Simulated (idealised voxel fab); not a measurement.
Process module in this document: voxel local oxidation
Pictured: cross-section cut, 250 nm wide, on a grid of 5 nm square cells.
Notation: cross-section as square-cell grid; stated in bands, top first, going down; one or more cell rows per band.
First you get the band's top height and its bottom height, in nm, and then the materials it's made of, left to right, with each width in nm. If you see a single material with "all across", that one covers the band edge to edge. "air" is empty space.
Heights are measured from 0, the level below which the as-received wafer is all one material; the lowest band has no bottom and continues downward, written as in "0..down".
You'd read "30..40" like this: the band's top row of cells is as wide as the first number, its bottom row is as wide as the second, and going down, every row changes width by the same amount as the row before did.
It should be understood that the words "remains unaltered", when stated for a given step, signify that the cross-section underwent no change in any of its cells during that step.
In "Internal closed voids" the enclosed voids are listed, meaning empty spaces of 8 cells or larger without any opening to the top. The form is width x height at distance, distance from the left edge, units nm.
The remark found on a step's line after its settings is issued by the simulator itself and pertains to that step.
"overlay nm" on a masked step: distance the mask lay right of its planned place, negative for left.

[Process steps - plan]
1. RECEIVE (material Si)
2. OXIDIZE (depth nm 5)
3. CONFORMAL_DEP (material SiN; thk nm 10)
4. PATTERN (tone cover; mask id ACTIVE; material resist; width nm 120; thk nm 15; overlay nm 0)
5. DIRECTIONAL_ETCH (etch materials SiN; depth nm 10)
6. STRIP (etch materials resist)
7. SELECTIVE_ETCH (etch materials SiO2; depth nm 5)
8. OXIDIZE (depth nm 15)
9. STRIP (etch materials SiN)
Don't read the plan's depth nm for step 7 as applying to every wafer: that's the first wafer's value, and the wafers differ in it, though they all start identical.

[First of several wafers (as received, post step 1), cross-sectional view]
0..down | Si all across
Internal closed voids: none

[The rows of the table below are wafers. Looking at the end of the module, a row counts, for every material, the cells the wafer has gained, shown as (+), or lost, shown as (-), since it was received; its closed voids come next]
depth nm 5; -152 Si; +124 SiO2; Internal closed voids: none
depth nm 10; -158 Si; +128 SiO2; Internal closed voids: none
depth nm 15; -164 Si; +132 SiO2; Internal closed voids: none
depth nm 20; -170 Si; +136 SiO2; Internal closed voids: none
